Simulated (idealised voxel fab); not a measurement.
Process module, titled voxel wiring stack
This is section cut - it's 255 nm across, gridded in 5 nm square cells.
Just so we're on the same page, the cross-sections are grids of square cells, and they're listed out in bands top to bottom, each band one or more rows deep.
The band entry comprises the height of the band's top followed by the height of its bottom, expressed in nm, and subsequently the band's materials from left to right, each stated together with its width in nm. Where a single material is marked with the word "all across", that material fills the band from edge to edge. The word "blank" represents empty space.
Heights from 0 (as-received wafer is one material below). Bottom band endless downward, as "0 -> down".
Think of "30->40" as a width that walks from the first number to the second as you go down the band, top row to bottom row, taking equal-sized steps from row to row.
The cross-section has no changed cell in any step marked "no change occurred".
Enclosed voids (no open way to top), threshold 8 cells or more, entry "Closed cavity list", notation width x height at distance, distance from left edge, nm.
Whatever follows a step's settings on its line is a remark the simulator itself makes about that step.
When a step includes a mask, the "overlay nm" setting on its line states how far to the right of its planned place that mask lay, and negative values state how far to the left.

-- The following list gives the planned process steps
- 1: RECEIVE | material Si
- 2: CONFORMAL_DEP | material SiO2 | thk nm 10
- 3: CONFORMAL_DEP | material SiCN | thk nm 5
- 4: DIRECTIONAL_DEP | material SiO2 | thk nm 15
- 5: MASKED_ETCH | tone open | mask id METAL_1 | width nm 20 | pitch nm 50 | etch materials SiO2 | depth nm 15 | overlay nm 0
- 6: MASKED_ETCH | tone open | mask id METAL_1 | width nm 20 | pitch nm 50 | etch materials SiCN | depth nm 5 | overlay nm 0
- 7: CONFORMAL_DEP | material TiN | thk nm 5
- 8: FILL_DEP | material Cu | thk nm 10
- 9: CMP | height nm 30
- 10: CONFORMAL_DEP | material SiCN | thk nm 5
- 11: DIRECTIONAL_DEP | material SiO2 | thk nm 15
- 12: MASKED_ETCH | tone open | mask id PLUG_1 | width nm 15 | pitch nm 100 | etch materials SiO2 | depth nm 15 | overlay nm 0
- 13: MASKED_ETCH | tone open | mask id PLUG_1 | width nm 15 | pitch nm 100 | etch materials SiCN | depth nm 5 | overlay nm 0
- 14: EPI | material Ru | thk nm 10
- 15: EPI | material Ru | thk nm 10
- 16: DIRECTIONAL_DEP | material TiN | thk nm 5
- 17: DIRECTIONAL_DEP | material Ru | thk nm 20
- 18: MASKED_ETCH | tone cover | mask id METAL_2 | width nm 20 | pitch nm 50 | etch materials Ru | depth nm 20 | overlay nm 0
- 19: MASKED_ETCH | tone cover | mask id METAL_2 | width nm 20 | pitch nm 50 | etch materials TiN | depth nm 5 | overlay nm 0
- 20: FILL_DEP | material lowk | thk nm 5
- 21: CMP | height nm 75
- 22: CONFORMAL_DEP | material SiCN | thk nm 5

-- as received, after step 1
- 0 -> down: Si all across
- Closed cavity list: none

-- Cross-sectional image of the first of two wafers at the end of the module, the run having proceeded as planned
- 80 -> 75: SiCN all across
- 75 -> 55: 40 nm lowk, 20 nm Ru, 30 nm lowk, 20 nm Ru, 30 nm lowk, 20 nm Ru, 30 nm lowk, 20 nm Ru, 45 nm lowk
- 55 -> 50: 40 nm lowk, 20 nm TiN, 30 nm lowk, 20 nm TiN, 30 nm lowk, 20 nm TiN, 30 nm lowk, 20 nm TiN, 45 nm lowk
- 50 -> 35: 40 nm SiO2, 15 nm Ru, 85 nm SiO2, 15 nm Ru, 100 nm SiO2
- 35 -> 30: 40 nm SiCN, 15 nm Ru, 85 nm SiCN, 15 nm Ru, 100 nm SiCN
- 30 -> 15: 40 nm SiO2, 5 nm TiN, 10 nm Cu, 5 nm TiN, 30 nm SiO2, 5 nm TiN, 10 nm Cu, 5 nm TiN, 30 nm SiO2, 5 nm TiN, 10 nm Cu, 5 nm TiN, 30 nm SiO2, 5 nm TiN, 10 nm Cu, 5 nm TiN, 45 nm SiO2
- 15 -> 10: 40 nm SiCN, 20 nm TiN, 30 nm SiCN, 20 nm TiN, 30 nm SiCN, 20 nm TiN, 30 nm SiCN, 20 nm TiN, 45 nm SiCN
- 10 -> 0: SiO2 all across
- 0 -> down: Si all across
- Closed cavity list: none

-- Wafer two, sectioned after the module: the first wafer's start, the first wafer's plan, and one mistake in how it was run
- 80 -> 75: SiCN all across
- 75 -> 55: 40 nm lowk, 20 nm Ru, 30 nm lowk, 20 nm Ru, 30 nm lowk, 20 nm Ru, 30 nm lowk, 20 nm Ru, 45 nm lowk
- 55 -> 50: 40 nm lowk, 20 nm TiN, 30 nm lowk, 20 nm TiN, 30 nm lowk, 20 nm TiN, 30 nm lowk, 20 nm TiN, 45 nm lowk
- 50 -> 35: 40 nm SiO2, 15 nm Ru, 85 nm SiO2, 15 nm Ru, 100 nm SiO2
- 35 -> 30: 40 nm SiCN, 15 nm Ru, 85 nm SiCN, 15 nm Ru, 100 nm SiCN
- 30 -> 20: 40 nm SiO2, 5 nm TiN, 10 nm Cu, 5 nm TiN, 30 nm SiO2, 5 nm TiN, 10 nm Cu, 5 nm TiN, 30 nm SiO2, 5 nm TiN, 10 nm Cu, 5 nm TiN, 30 nm SiO2, 5 nm TiN, 10 nm Cu, 5 nm TiN, 45 nm SiO2
- 20 -> 15: 40 nm SiO2, 5 nm TiN, 5 nm Cu, 10 nm TiN, 30 nm SiO2, 5 nm TiN, 5 nm Cu, 10 nm TiN, 30 nm SiO2, 5 nm TiN, 5 nm Cu, 10 nm TiN, 30 nm SiO2, 5 nm TiN, 5 nm Cu, 10 nm TiN, 45 nm SiO2
- 15 -> 10: 40 nm SiCN, 15 nm TiN, 35 nm SiCN, 15 nm TiN, 35 nm SiCN, 15 nm TiN, 35 nm SiCN, 15 nm TiN, 50 nm SiCN
- 10 -> 0: SiO2 all across
- 0 -> down: Si all across
- Closed cavity list: none
So what did we get wrong on this run? step 6 was not run as planned; what actually ran was MASKED_ETCH | tone open | mask id METAL_1 | width nm 20 | pitch nm 50 | etch materials SiCN | depth nm 5 | overlay nm -5
Heads up, by the end the second wafer has more or fewer cells of some materials compared to the first: 4 fewer of Cu, 4 more of SiCN
